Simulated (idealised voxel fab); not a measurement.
Proc. module: voxel self aligned contacts
It is cross-section cut that appears here, measuring 200 nm in width, its square cells being 5 nm in size.
Each cross-section below is a grid of square cells, stated as bands in top-down order, with one or more rows of cells making up each band.
Read a band's entry like this: the first values are the height of its top and the height of its bottom in nm, and what follows is the sequence of materials from left to right, each with its width in nm. Note that "air" is empty space, and that a single material marked "all across" reaches across the band from edge to edge.
Heights are expressed relative to 0, this being the level below which the as-received wafer comprises one material exclusively. The lowest band is unbounded in the downward direction and is denoted as in "0..down".
The expression "30..40" gives the width at the extremes of the band, the first number at its top row of cells and the second at its bottom row, with the width changing by equal amounts from each row to the next in between.
What does "nothing got changed" mean for a step? It means no cell of the cross-section changed in that step.
Closed empty spaces (no open way to the top) of 8 cells or more are what "Enclosed void entries" lists, each as width x height at distance from the left edge, nm for all three.
On each step's line, the part that comes after the settings is the simulator's own comment on the step.
overlay nm: how far to the right of its planned place the mask lay on this masked step (negative: to the left).
In what follows, pairs of cross-sections are presented, each taken before and after one process step, with the after cross-section shown only down to the lowest band that was altered; the step, together with its settings, is stated below the pair. The pairs may stem from different runs of this module on the same starting wafer; accordingly, a pair should be taken as continuing from the one above it solely where its entry headed "Prior state" indicates as much.

**Prior state**
    50..30 | 35 nm air, then 55 nm SiN, then 15 nm air, then 55 nm SiN, then 40 nm air
    30..25 | SiO2 all across
    25..0 | polySi all across
    0..down | Si all across
    Enclosed void entries: none

**Resultant Cross-Section**
    60..50 | SiO2 all across
    50..30 | 35 nm SiO2, then 55 nm SiN, then 15 nm SiO2, then 55 nm SiN, then 40 nm SiO2
    Rest of section, below 30: as before.
    Enclosed void entries: none
In between the cross-sections above, the run called for FILL_DEP | material SiO2 | thk nm 10

Prior state: Please consult the pair immediately above; the cross-section it shows after its step is the state before this step.

**Resultant Cross-Section**
    55..50 | SiO2 all across
    Rest of section, below 50: as before.
    Enclosed void entries: none
In between the cross-sections above, the run called for CMP | height nm 55

Prior state: Please consult the pair immediately above; the cross-section it shows after its step is the state before this step.

**Resultant Cross-Section**
    70..55 | 70 nm resist, then 55 nm air, then 75 nm resist
    Rest of section, below 55: as before.
    Enclosed void entries: none
In between the cross-sections above, the run called for PATTERN | tone open | mask id CONTACT | material resist | width nm 55 | thk nm 15 | overlay nm 0

Prior state: Please consult the pair immediately above; the cross-section it shows after its step is the state before this step.

**Resultant Cross-Section**
    70..55 | 70 nm resist, then 55 nm air, then 75 nm resist
    55..50 | 70 nm SiO2, then 55 nm air, then 75 nm SiO2
    50..30 | 35 nm SiO2, then 55 nm SiN, then 15 nm air, then 55 nm SiN, then 40 nm SiO2
    30..25 | 90 nm SiO2, then 15 nm air, then 95 nm SiO2
    Rest of section, below 25: as before.
    Enclosed void entries: none
In between the cross-sections above, the run called for DIRECTIONAL_ETCH | etch materials SiO2 | depth nm 55

Prior state: Please consult the pair immediately above; the cross-section it shows after its step is the state before this step.

**Resultant Cross-Section**
    55..50 | 70 nm SiO2, then 55 nm air, then 75 nm SiO2
    Rest of section, below 50: as before.
    Enclosed void entries: none
In between the cross-sections above, the run called for STRIP | etch materials resist

Prior state: Please consult the pair immediately above; the cross-section it shows after its step is the state before this step.

**Resultant Cross-Section**
    60..55 | 75 nm TiN, then 45 nm air, then 80 nm TiN
    55..50 | 70 nm SiO2, then 25 nm TiN, then 5 nm air, then 25 nm TiN, then 75 nm SiO2
    50..30 | 35 nm SiO2, then 55 nm SiN, then 5 nm TiN, then 5 nm air, then 5 nm TiN, then 55 nm SiN, then 40 nm SiO2
    30..25 | 90 nm SiO2, then 15 nm TiN, then 95 nm SiO2
    Rest of section, below 25: as before.
    Enclosed void entries: none
In between the cross-sections above, the run called for CONFORMAL_DEP | material TiN | thk nm 5

Prior state: Please consult the pair immediately above; the cross-section it shows after its step is the state before this step.

**Resultant Cross-Section**
    65..60 | W all across
    60..55 | 75 nm TiN, then 45 nm W, then 80 nm TiN
    55..50 | 70 nm SiO2, then 25 nm TiN, then 5 nm W, then 25 nm TiN, then 75 nm SiO2
    50..30 | 35 nm SiO2, then 55 nm SiN, then 5 nm TiN, then 5 nm W, then 5 nm TiN, then 55 nm SiN, then 40 nm SiO2
    Rest of section, below 30: as before.
    Enclosed void entries: none
In between the cross-sections above, the run called for FILL_DEP | material W | thk nm 5

Prior state: Please consult the pair immediately above; the cross-section it shows after its step is the state before this step.

**Resultant Cross-Section**
    55..50 | 70 nm SiO2, then 25 nm TiN, then 5 nm W, then 25 nm TiN, then 75 nm SiO2
    Rest of section, below 50: as before.
    Enclosed void entries: none
In between the cross-sections above, the run called for CMP | height nm 55

Prior state: Please consult the pair immediately above; the cross-section it shows after its step is the state before this step.

**Resultant Cross-Section**
    60..55 | SiN all across
    Rest of section, below 55: as before.
    Enclosed void entries: none
In between the cross-sections above, the run called for CONFORMAL_DEP | material SiN | thk nm 5

**Prior state**
    65..50 | 45 nm air, then 35 nm aC, then 35 nm air, then 35 nm aC, then 50 nm air
    50..30 | 45 nm air, then 35 nm SiN, then 35 nm air, then 35 nm SiN, then 50 nm air
    30..5 | polySi all across
    5..0 | SiO2 all across
    0..down | Si all across
    Enclosed void entries: none

**Resultant Cross-Section**
    65..50 | 45 nm air, then 35 nm aC, then 35 nm air, then 35 nm aC, then 50 nm air
    50..30 | 45 nm air, then 35 nm SiN, then 35 nm air, then 35 nm SiN, then 50 nm air
    30..15 | 45 nm air, then 35 nm polySi, then 35 nm air, then 35 nm polySi, then 50 nm air
    Rest of section, below 15: as before.
    Enclosed void entries: none
In between the cross-sections above, the run called for DIRECTIONAL_ETCH | etch materials polySi | depth nm 15

Prior state: Please consult the pair immediately above; the cross-section it shows after its step is the state before this step.

**Resultant Cross-Section**
    50..30 | 45 nm air, then 35 nm SiN, then 35 nm air, then 35 nm SiN, then 50 nm air
    Rest of section, below 30: as before.
    Enclosed void entries: none
In between the cross-sections above, the run called for STRIP | etch materials aC

Prior state: Please consult the pair immediately above; the cross-section it shows after its step is the state before this step.

**Resultant Cross-Section**
    60..30 | 35 nm air, then 55 nm SiN, then 15 nm air, then 55 nm SiN, then 40 nm air
    30..25 | 35 nm air, then 10 nm SiN, then 35 nm polySi, then 10 nm SiN, then 15 nm air, then 10 nm SiN, then 35 nm polySi, then 10 nm SiN, then 40 nm air
    25..15 | 45 nm SiN, then 35 nm polySi, then 35 nm SiN, then 35 nm polySi, then 50 nm SiN
    Rest of section, below 15: as before.
    Enclosed void entries: none
In between the cross-sections above, the run called for CONFORMAL_DEP | material SiN | thk nm 10

Prior state: Please consult the pair immediately above; the cross-section it shows after its step is the state before this step.

**Resultant Cross-Section**
    50..30 | 35 nm air, then 55 nm SiN, then 15 nm air, then 55 nm SiN, then 40 nm air
    30..15 | 35 nm air, then 10 nm SiN, then 35 nm polySi, then 10 nm SiN, then 15 nm air, then 10 nm SiN, then 35 nm polySi, then 10 nm SiN, then 40 nm air
    Rest of section, below 15: as before.
    Enclosed void entries: none
In between the cross-sections above, the run called for DIRECTIONAL_ETCH | etch materials SiN | depth nm 10

Prior state: Please consult the pair immediately above; the cross-section it shows after its step is the state before this step.

**Resultant Cross-Section**
    60..50 | SiO2 all across
    50..30 | 35 nm SiO2, then 55 nm SiN, then 15 nm SiO2, then 55 nm SiN, then 40 nm SiO2
    30..15 | 35 nm SiO2, then 10 nm SiN, then 35 nm polySi, then 10 nm SiN, then 15 nm SiO2, then 10 nm SiN, then 35 nm polySi, then 10 nm SiN, then 40 nm SiO2
    Rest of section, below 15: as before.
    Enclosed void entries: none
In between the cross-sections above, the run called for FILL_DEP | material SiO2 | thk nm 10

Prior state: Please consult the pair immediately above; the cross-section it shows after its step is the state before this step.

**Resultant Cross-Section**
    55..50 | SiO2 all across
    Rest of section, below 50: as before.
    Enclosed void entries: none
In between the cross-sections above, the run called for CMP | height nm 55

Prior state: Please consult the pair immediately above; the cross-section it shows after its step is the state before this step.

**Resultant Cross-Section**
    70..55 | 70 nm resist, then 55 nm air, then 75 nm resist
    Rest of section, below 55: as before.
    Enclosed void entries: none
In between the cross-sections above, the run called for PATTERN | tone open | mask id CONTACT | material resist | width nm 55 | thk nm 15 | overlay nm 0

Prior state: Please consult the pair immediately above; the cross-section it shows after its step is the state before this step.

**Resultant Cross-Section**
    70..55 | 70 nm resist, then 55 nm air, then 75 nm resist
    55..50 | 70 nm SiO2, then 55 nm air, then 75 nm SiO2
    50..30 | 35 nm SiO2, then 55 nm SiN, then 15 nm air, then 55 nm SiN, then 40 nm SiO2
    30..15 | 35 nm SiO2, then 10 nm SiN, then 35 nm polySi, then 10 nm SiN, then 15 nm air, then 10 nm SiN, then 35 nm polySi, then 10 nm SiN, then 40 nm SiO2
    Rest of section, below 15: as before.
    Enclosed void entries: none
In between the cross-sections above, the run called for DIRECTIONAL_ETCH | etch materials SiO2 | depth nm 55

Prior state: Please consult the pair immediately above; the cross-section it shows after its step is the state before this step.

**Resultant Cross-Section**
    55..50 | 70 nm SiO2, then 55 nm air, then 75 nm SiO2
    Rest of section, below 50: as before.
    Enclosed void entries: none
In between the cross-sections above, the run called for STRIP | etch materials resist

Prior state: Please consult the pair immediately above; the cross-section it shows after its step is the state before this step.

**Resultant Cross-Section**
    60..55 | 75 nm TiN, then 45 nm air, then 80 nm TiN
    55..50 | 70 nm SiO2, then 25 nm TiN, then 5 nm air, then 25 nm TiN, then 75 nm SiO2
    50..30 | 35 nm SiO2, then 55 nm SiN, then 5 nm TiN, then 5 nm air, then 5 nm TiN, then 55 nm SiN, then 40 nm SiO2
    30..20 | 35 nm SiO2, then 10 nm SiN, then 35 nm polySi, then 10 nm SiN, then 5 nm TiN, then 5 nm air, then 5 nm TiN, then 10 nm SiN, then 35 nm polySi, then 10 nm SiN, then 40 nm SiO2
    20..15 | 35 nm SiO2, then 10 nm SiN, then 35 nm polySi, then 10 nm SiN, then 15 nm TiN, then 10 nm SiN, then 35 nm polySi, then 10 nm SiN, then 40 nm SiO2
    Rest of section, below 15: as before.
    Enclosed void entries: none
In between the cross-sections above, the run called for CONFORMAL_DEP | material TiN | thk nm 5

Prior state: Please consult the pair immediately above; the cross-section it shows after its step is the state before this step.

**Resultant Cross-Section**
    65..60 | W all across
    60..55 | 75 nm TiN, then 45 nm W, then 80 nm TiN
    55..50 | 70 nm SiO2, then 25 nm TiN, then 5 nm W, then 25 nm TiN, then 75 nm SiO2
    50..30 | 35 nm SiO2, then 55 nm SiN, then 5 nm TiN, then 5 nm W, then 5 nm TiN, then 55 nm SiN, then 40 nm SiO2
    30..20 | 35 nm SiO2, then 10 nm SiN, then 35 nm polySi, then 10 nm SiN, then 5 nm TiN, then 5 nm W, then 5 nm TiN, then 10 nm SiN, then 35 nm polySi, then 10 nm SiN, then 40 nm SiO2
    Rest of section, below 20: as before.
    Enclosed void entries: none
In between the cross-sections above, the run called for FILL_DEP | material W | thk nm 5

Prior state: Please consult the pair immediately above; the cross-section it shows after its step is the state before this step.

**Resultant Cross-Section**
    55..50 | 70 nm SiO2, then 25 nm TiN, then 5 nm W, then 25 nm TiN, then 75 nm SiO2
    Rest of section, below 50: as before.
    Enclosed void entries: none
In between the cross-sections above, the run called for CMP | height nm 55

Prior state: Please consult the pair immediately above; the cross-section it shows after its step is the state before this step.

**Resultant Cross-Section**
    60..55 | SiN all across
    Rest of section, below 55: as before.
    Enclosed void entries: none
In between the cross-sections above, the run called for CONFORMAL_DEP | material SiN | thk nm 5

**Prior state**
    55..50 | SiO2 all across
    50..30 | 35 nm SiO2, then 55 nm SiN, then 15 nm SiO2, then 55 nm SiN, then 40 nm SiO2
    30..5 | 35 nm SiO2, then 10 nm SiN, then 35 nm polySi, then 10 nm SiN, then 15 nm SiO2, then 10 nm SiN, then 35 nm polySi, then 10 nm SiN, then 40 nm SiO2
    5..0 | SiO2 all across
    0..down | Si all across
    Enclosed void entries: none

**Resultant Cross-Section**
    70..55 | 70 nm resist, then 60 nm air, then 70 nm resist
    Rest of section, below 55: as before.
    Enclosed void entries: none
In between the cross-sections above, the run called for PATTERN | tone open | mask id CONTACT | material resist | width nm 60 | thk nm 15 | overlay nm 0

Prior state: Please consult the pair immediately above; the cross-section it shows after its step is the state before this step.

**Resultant Cross-Section**
    70..55 | 70 nm resist, then 60 nm air, then 70 nm resist
    55..50 | 70 nm SiO2, then 60 nm air, then 70 nm SiO2
    50..30 | 35 nm SiO2, then 55 nm SiN, then 15 nm air, then 55 nm SiN, then 40 nm SiO2
    30..5 | 35 nm SiO2, then 10 nm SiN, then 35 nm polySi, then 10 nm SiN, then 15 nm air, then 10 nm SiN, then 35 nm polySi, then 10 nm SiN, then 40 nm SiO2
    5..0 | 90 nm SiO2, then 15 nm air, then 95 nm SiO2
    Rest of section, below 0: as before.
    Enclosed void entries: none
In between the cross-sections above, the run called for DIRECTIONAL_ETCH | etch materials SiO2 | depth nm 55

Prior state: Please consult the pair immediately above; the cross-section it shows after its step is the state before this step.

**Resultant Cross-Section**
    55..50 | 70 nm SiO2, then 60 nm air, then 70 nm SiO2
    Rest of section, below 50: as before.
    Enclosed void entries: none
In between the cross-sections above, the run called for STRIP | etch materials resist

Prior state: Please consult the pair immediately above; the cross-section it shows after its step is the state before this step.

**Resultant Cross-Section**
    60..55 | 75 nm TiN, then 50 nm air, then 75 nm TiN
    55..50 | 70 nm SiO2, then 25 nm TiN, then 5 nm air, then 30 nm TiN, then 70 nm SiO2
    50..30 | 35 nm SiO2, then 55 nm SiN, then 5 nm TiN, then 5 nm air, then 5 nm TiN, then 55 nm SiN, then 40 nm SiO2
    30..5 | 35 nm SiO2, then 10 nm SiN, then 35 nm polySi, then 10 nm SiN, then 5 nm TiN, then 5 nm air, then 5 nm TiN, then 10 nm SiN, then 35 nm polySi, then 10 nm SiN, then 40 nm SiO2
    5..0 | 90 nm SiO2, then 15 nm TiN, then 95 nm SiO2
    Rest of section, below 0: as before.
    Enclosed void entries: none
In between the cross-sections above, the run called for CONFORMAL_DEP | material TiN | thk nm 5

Prior state: Please consult the pair immediately above; the cross-section it shows after its step is the state before this step.

**Resultant Cross-Section**
    65..60 | W all across
    60..55 | 75 nm TiN, then 50 nm W, then 75 nm TiN
    55..50 | 70 nm SiO2, then 25 nm TiN, then 5 nm W, then 30 nm TiN, then 70 nm SiO2
    50..30 | 35 nm SiO2, then 55 nm SiN, then 5 nm TiN, then 5 nm W, then 5 nm TiN, then 55 nm SiN, then 40 nm SiO2
    30..5 | 35 nm SiO2, then 10 nm SiN, then 35 nm polySi, then 10 nm SiN, then 5 nm TiN, then 5 nm W, then 5 nm TiN, then 10 nm SiN, then 35 nm polySi, then 10 nm SiN, then 40 nm SiO2
    Rest of section, below 5: as before.
    Enclosed void entries: none
In between the cross-sections above, the run called for FILL_DEP | material W | thk nm 5

Prior state: Please consult the pair immediately above; the cross-section it shows after its step is the state before this step.

**Resultant Cross-Section**
    55..50 | 70 nm SiO2, then 25 nm TiN, then 5 nm W, then 30 nm TiN, then 70 nm SiO2
    Rest of section, below 50: as before.
    Enclosed void entries: none
In between the cross-sections above, the run called for CMP | height nm 55

Prior state: Please consult the pair immediately above; the cross-section it shows after its step is the state before this step.

**Resultant Cross-Section**
    60..55 | SiN all across
    Rest of section, below 55: as before.
    Enclosed void entries: none
In between the cross-sections above, the run called for CONFORMAL_DEP | material SiN | thk nm 5

**Prior state**
    55..50 | SiO2 all across
    50..30 | 35 nm SiO2, then 55 nm SiN, then 15 nm SiO2, then 55 nm SiN, then 40 nm SiO2
    30..5 | 35 nm SiO2, then 10 nm SiN, then 35 nm polySi, then 10 nm SiN, then 15 nm SiO2, then 10 nm SiN, then 35 nm polySi, then 10 nm SiN, then 40 nm SiO2
    5..0 | SiO2 all across
    0..down | Si all across
    Enclosed void entries: none

**Resultant Cross-Section**
    70..55 | 75 nm resist, then 55 nm air, then 70 nm resist
    Rest of section, below 55: as before.
    Enclosed void entries: none
In between the cross-sections above, the run called for PATTERN | tone open | mask id CONTACT | material resist | width nm 55 | thk nm 15 | overlay nm 5

Prior state: Please consult the pair immediately above; the cross-section it shows after its step is the state before this step.

**Resultant Cross-Section**
    70..55 | 75 nm resist, then 55 nm air, then 70 nm resist
    55..50 | 75 nm SiO2, then 55 nm air, then 70 nm SiO2
    50..30 | 35 nm SiO2, then 55 nm SiN, then 15 nm air, then 55 nm SiN, then 40 nm SiO2
    30..5 | 35 nm SiO2, then 10 nm SiN, then 35 nm polySi, then 10 nm SiN, then 15 nm air, then 10 nm SiN, then 35 nm polySi, then 10 nm SiN, then 40 nm SiO2
    5..0 | 90 nm SiO2, then 15 nm air, then 95 nm SiO2
    Rest of section, below 0: as before.
    Enclosed void entries: none
In between the cross-sections above, the run called for DIRECTIONAL_ETCH | etch materials SiO2 | depth nm 55

Prior state: Please consult the pair immediately above; the cross-section it shows after its step is the state before this step.

**Resultant Cross-Section**
    55..50 | 75 nm SiO2, then 55 nm air, then 70 nm SiO2
    Rest of section, below 50: as before.
    Enclosed void entries: none
In between the cross-sections above, the run called for STRIP | etch materials resist

Prior state: Please consult the pair immediately above; the cross-section it shows after its step is the state before this step.

**Resultant Cross-Section**
    60..55 | 80 nm TiN, then 45 nm air, then 75 nm TiN
    55..50 | 75 nm SiO2, then 20 nm TiN, then 5 nm air, then 30 nm TiN, then 70 nm SiO2
    50..30 | 35 nm SiO2, then 55 nm SiN, then 5 nm TiN, then 5 nm air, then 5 nm TiN, then 55 nm SiN, then 40 nm SiO2
    30..5 | 35 nm SiO2, then 10 nm SiN, then 35 nm polySi, then 10 nm SiN, then 5 nm TiN, then 5 nm air, then 5 nm TiN, then 10 nm SiN, then 35 nm polySi, then 10 nm SiN, then 40 nm SiO2
    5..0 | 90 nm SiO2, then 15 nm TiN, then 95 nm SiO2
    Rest of section, below 0: as before.
    Enclosed void entries: none
In between the cross-sections above, the run called for CONFORMAL_DEP | material TiN | thk nm 5

Prior state: Please consult the pair immediately above; the cross-section it shows after its step is the state before this step.

**Resultant Cross-Section**
    65..60 | W all across
    60..55 | 80 nm TiN, then 45 nm W, then 75 nm TiN
    55..50 | 75 nm SiO2, then 20 nm TiN, then 5 nm W, then 30 nm TiN, then 70 nm SiO2
    50..30 | 35 nm SiO2, then 55 nm SiN, then 5 nm TiN, then 5 nm W, then 5 nm TiN, then 55 nm SiN, then 40 nm SiO2
    30..5 | 35 nm SiO2, then 10 nm SiN, then 35 nm polySi, then 10 nm SiN, then 5 nm TiN, then 5 nm W, then 5 nm TiN, then 10 nm SiN, then 35 nm polySi, then 10 nm SiN, then 40 nm SiO2
    Rest of section, below 5: as before.
    Enclosed void entries: none
In between the cross-sections above, the run called for FILL_DEP | material W | thk nm 5

Prior state: Please consult the pair immediately above; the cross-section it shows after its step is the state before this step.

**Resultant Cross-Section**
    55..50 | 75 nm SiO2, then 20 nm TiN, then 5 nm W, then 30 nm TiN, then 70 nm SiO2
    Rest of section, below 50: as before.
    Enclosed void entries: none
In between the cross-sections above, the run called for CMP | height nm 55

Prior state: Please consult the pair immediately above; the cross-section it shows after its step is the state before this step.

**Resultant Cross-Section**
    60..55 | SiN all across
    Rest of section, below 55: as before.
    Enclosed void entries: none
In between the cross-sections above, the run called for CONFORMAL_DEP | material SiN | thk nm 5

**Prior state**
    5..0 | SiO2 all across
    0..down | Si all across
    Enclosed void entries: none

**Resultant Cross-Section**
    30..0 | SiO2 all across
    Rest of section, below 0: as before.
    Enclosed void entries: none
In between the cross-sections above, the run called for DIRECTIONAL_DEP | material SiO2 | thk nm 25

Prior state: Please consult the pair immediately above; the cross-section it shows after its step is the state before this step.

**Resultant Cross-Section**
    50..30 | SiN all across
    Rest of section, below 30: as before.
    Enclosed void entries: none
In between the cross-sections above, the run called for DIRECTIONAL_DEP | material SiN | thk nm 20

Prior state: Please consult the pair immediately above; the cross-section it shows after its step is the state before this step.

**Resultant Cross-Section**
    65..50 | aC all across
    Rest of section, below 50: as before.
    Enclosed void entries: none
In between the cross-sections above, the run called for DIRECTIONAL_DEP | material aC | thk nm 15

Prior state: Please consult the pair immediately above; the cross-section it shows after its step is the state before this step.

**Resultant Cross-Section**
    100..65 | 45 nm air, then 35 nm resist, then 35 nm air, then 35 nm resist, then 50 nm air
    Rest of section, below 65: as before.
    Enclosed void entries: none
In between the cross-sections above, the run called for PATTERN | tone cover | mask id GATE | material resist | width nm 35 | pitch nm 70 | thk nm 35 | overlay nm 0

Prior state: Please consult the pair immediately above; the cross-section it shows after its step is the state before this step.

**Resultant Cross-Section**
    85..65 | 45 nm air, then 35 nm resist, then 35 nm air, then 35 nm resist, then 50 nm air
    65..50 | 45 nm air, then 35 nm aC, then 35 nm air, then 35 nm aC, then 50 nm air
    Rest of section, below 50: as before.
    Enclosed void entries: none
In between the cross-sections above, the run called for DIRECTIONAL_ETCH | etch materials aC | depth nm 15

Prior state: Please consult the pair immediately above; the cross-section it shows after its step is the state before this step.

**Resultant Cross-Section**
    65..50 | 45 nm air, then 35 nm aC, then 35 nm air, then 35 nm aC, then 50 nm air
    Rest of section, below 50: as before.
    Enclosed void entries: none
In between the cross-sections above, the run called for STRIP | etch materials resist

Prior state: Please consult the pair immediately above; the cross-section it shows after its step is the state before this step.

**Resultant Cross-Section**
    65..50 | 45 nm air, then 35 nm aC, then 35 nm air, then 35 nm aC, then 50 nm air
    50..30 | 45 nm air, then 35 nm SiN, then 35 nm air, then 35 nm SiN, then 50 nm air
    Rest of section, below 30: as before.
    Enclosed void entries: none
In between the cross-sections above, the run called for DIRECTIONAL_ETCH | etch materials SiN | depth nm 20

Prior state: Please consult the pair immediately above; the cross-section it shows after its step is the state before this step.

**Resultant Cross-Section**
    50..30 | 45 nm air, then 35 nm SiN, then 35 nm air, then 35 nm SiN, then 50 nm air
    Rest of section, below 30: as before.
    Enclosed void entries: none
In between the cross-sections above, the run called for STRIP | etch materials aC

Prior state: Please consult the pair immediately above; the cross-section it shows after its step is the state before this step.

**Resultant Cross-Section**
    60..40 | 35 nm air, then 55 nm SiN, then 15 nm air, then 55 nm SiN, then 40 nm air
    40..30 | SiN all across
    Rest of section, below 30: as before.
    Enclosed void entries: none
In between the cross-sections above, the run called for CONFORMAL_DEP | material SiN | thk nm 10

Prior state: Please consult the pair immediately above; the cross-section it shows after its step is the state before this step.

**Resultant Cross-Section**
    50..30 | 35 nm air, then 55 nm SiN, then 15 nm air, then 55 nm SiN, then 40 nm air
    Rest of section, below 30: as before.
    Enclosed void entries: none
In between the cross-sections above, the run called for DIRECTIONAL_ETCH | etch materials SiN | depth nm 10

Prior state: Please consult the pair immediately above; the cross-section it shows after its step is the state before this step.

**Resultant Cross-Section**
    60..50 | SiO2 all across
    50..30 | 35 nm SiO2, then 55 nm SiN, then 15 nm SiO2, then 55 nm SiN, then 40 nm SiO2
    Rest of section, below 30: as before.
    Enclosed void entries: none
In between the cross-sections above, the run called for FILL_DEP | material SiO2 | thk nm 10

Prior state: Please consult the pair immediately above; the cross-section it shows after its step is the state before this step.

**Resultant Cross-Section**
    55..50 | SiO2 all across
    Rest of section, below 50: as before.
    Enclosed void entries: none
In between the cross-sections above, the run called for CMP | height nm 55

Prior state: Please consult the pair immediately above; the cross-section it shows after its step is the state before this step.

**Resultant Cross-Section**
    70..55 | 70 nm resist, then 55 nm air, then 75 nm resist
    Rest of section, below 55: as before.
    Enclosed void entries: none
In between the cross-sections above, the run called for PATTERN | tone open | mask id CONTACT | material resist | width nm 55 | thk nm 15 | overlay nm 0

Prior state: Please consult the pair immediately above; the cross-section it shows after its step is the state before this step.

**Resultant Cross-Section**
    70..55 | 70 nm resist, then 55 nm air, then 75 nm resist
    55..50 | 70 nm SiO2, then 55 nm air, then 75 nm SiO2
    50..30 | 35 nm SiO2, then 55 nm SiN, then 15 nm air, then 55 nm SiN, then 40 nm SiO2
    30..0 | 90 nm SiO2, then 15 nm air, then 95 nm SiO2
    Rest of section, below 0: as before.
    Enclosed void entries: none
In between the cross-sections above, the run called for DIRECTIONAL_ETCH | etch materials SiO2 | depth nm 55

Prior state: Please consult the pair immediately above; the cross-section it shows after its step is the state before this step.

**Resultant Cross-Section**
    55..50 | 70 nm SiO2, then 55 nm air, then 75 nm SiO2
    Rest of section, below 50: as before.
    Enclosed void entries: none
In between the cross-sections above, the run called for STRIP | etch materials resist

Prior state: Please consult the pair immediately above; the cross-section it shows after its step is the state before this step.

**Resultant Cross-Section**
    60..55 | 75 nm TiN, then 45 nm air, then 80 nm TiN
    55..50 | 70 nm SiO2, then 25 nm TiN, then 5 nm air, then 25 nm TiN, then 75 nm SiO2
    50..30 | 35 nm SiO2, then 55 nm SiN, then 5 nm TiN, then 5 nm air, then 5 nm TiN, then 55 nm SiN, then 40 nm SiO2
    30..5 | 90 nm SiO2, then 5 nm TiN, then 5 nm air, then 5 nm TiN, then 95 nm SiO2
    5..0 | 90 nm SiO2, then 15 nm TiN, then 95 nm SiO2
    Rest of section, below 0: as before.
    Enclosed void entries: none
In between the cross-sections above, the run called for CONFORMAL_DEP | material TiN | thk nm 5

Prior state: Please consult the pair immediately above; the cross-section it shows after its step is the state before this step.

**Resultant Cross-Section**
    65..60 | W all across
    60..55 | 75 nm TiN, then 45 nm W, then 80 nm TiN
    55..50 | 70 nm SiO2, then 25 nm TiN, then 5 nm W, then 25 nm TiN, then 75 nm SiO2
    50..30 | 35 nm SiO2, then 55 nm SiN, then 5 nm TiN, then 5 nm W, then 5 nm TiN, then 55 nm SiN, then 40 nm SiO2
    30..5 | 90 nm SiO2, then 5 nm TiN, then 5 nm W, then 5 nm TiN, then 95 nm SiO2
    Rest of section, below 5: as before.
    Enclosed void entries: none
In between the cross-sections above, the run called for FILL_DEP | material W | thk nm 5

Prior state: Please consult the pair immediately above; the cross-section it shows after its step is the state before this step.

**Resultant Cross-Section**
    55..50 | 70 nm SiO2, then 25 nm TiN, then 5 nm W, then 25 nm TiN, then 75 nm SiO2
    Rest of section, below 50: as before.
    Enclosed void entries: none
In between the cross-sections above, the run called for CMP | height nm 55

Prior state: Please consult the pair immediately above; the cross-section it shows after its step is the state before this step.

**Resultant Cross-Section**
    60..55 | SiN all across
    Rest of section, below 55: as before.
    Enclosed void entries: none
In between the cross-sections above, the run called for CONFORMAL_DEP | material SiN | thk nm 5

**Prior state**
    65..50 | aC all across
    50..30 | SiN all across
    30..5 | polySi all across
    5..0 | SiO2 all across
    0..down | Si all across
    Enclosed void entries: none

**Resultant Cross-Section**
    100..65 | 45 nm resist, then 35 nm air, then 35 nm resist, then 35 nm air, then 50 nm resist
    Rest of section, below 65: as before.
    Enclosed void entries: none
In between the cross-sections above, the run called for PATTERN | tone open | mask id GATE | material resist | width nm 35 | pitch nm 70 | thk nm 35 | overlay nm 0

Prior state: Please consult the pair immediately above; the cross-section it shows after its step is the state before this step.

**Resultant Cross-Section**
    85..65 | 45 nm resist, then 35 nm air, then 35 nm resist, then 35 nm air, then 50 nm resist
    65..50 | 45 nm aC, then 35 nm air, then 35 nm aC, then 35 nm air, then 50 nm aC
    Rest of section, below 50: as before.
    Enclosed void entries: none
In between the cross-sections above, the run called for DIRECTIONAL_ETCH | etch materials aC | depth nm 15

Prior state: Please consult the pair immediately above; the cross-section it shows after its step is the state before this step.

**Resultant Cross-Section**
    65..50 | 45 nm aC, then 35 nm air, then 35 nm aC, then 35 nm air, then 50 nm aC
    Rest of section, below 50: as before.
    Enclosed void entries: none
In between the cross-sections above, the run called for STRIP | etch materials resist

Prior state: Please consult the pair immediately above; the cross-section it shows after its step is the state before this step.

**Resultant Cross-Section**
    65..50 | 45 nm aC, then 35 nm air, then 35 nm aC, then 35 nm air, then 50 nm aC
    50..30 | 45 nm SiN, then 35 nm air, then 35 nm SiN, then 35 nm air, then 50 nm SiN
    Rest of section, below 30: as before.
    Enclosed void entries: none
In between the cross-sections above, the run called for DIRECTIONAL_ETCH | etch materials SiN | depth nm 20

Prior state: Please consult the pair immediately above; the cross-section it shows after its step is the state before this step.

**Resultant Cross-Section**
    65..50 | 45 nm aC, then 35 nm air, then 35 nm aC, then 35 nm air, then 50 nm aC
    50..30 | 45 nm SiN, then 35 nm air, then 35 nm SiN, then 35 nm air, then 50 nm SiN
    30..5 | 45 nm polySi, then 35 nm air, then 35 nm polySi, then 35 nm air, then 50 nm polySi
    Rest of section, below 5: as before.
    Enclosed void entries: none
In between the cross-sections above, the run called for DIRECTIONAL_ETCH | etch materials polySi | depth nm 25

Prior state: Please consult the pair immediately above; the cross-section it shows after its step is the state before this step.

**Resultant Cross-Section**
    50..30 | 45 nm SiN, then 35 nm air, then 35 nm SiN, then 35 nm air, then 50 nm SiN
    Rest of section, below 30: as before.
    Enclosed void entries: none
In between the cross-sections above, the run called for STRIP | etch materials aC

Prior state: Please consult the pair immediately above; the cross-section it shows after its step is the state before this step.

**Resultant Cross-Section**
    60..30 | 55 nm SiN, then 15 nm air, then 55 nm SiN, then 15 nm air, then 60 nm SiN
    30..15 | 45 nm polySi, then 10 nm SiN, then 15 nm air, then 10 nm SiN, then 35 nm polySi, then 10 nm SiN, then 15 nm air, then 10 nm SiN, then 50 nm polySi
    15..5 | 45 nm polySi, then 35 nm SiN, then 35 nm polySi, then 35 nm SiN, then 50 nm polySi
    Rest of section, below 5: as before.
    Enclosed void entries: none
In between the cross-sections above, the run called for CONFORMAL_DEP | material SiN | thk nm 10

Prior state: Please consult the pair immediately above; the cross-section it shows after its step is the state before this step.

**Resultant Cross-Section**
    50..30 | 55 nm SiN, then 15 nm air, then 55 nm SiN, then 15 nm air, then 60 nm SiN
    30..5 | 45 nm polySi, then 10 nm SiN, then 15 nm air, then 10 nm SiN, then 35 nm polySi, then 10 nm SiN, then 15 nm air, then 10 nm SiN, then 50 nm polySi
    Rest of section, below 5: as before.
    Enclosed void entries: none
In between the cross-sections above, the run called for DIRECTIONAL_ETCH | etch materials SiN | depth nm 10
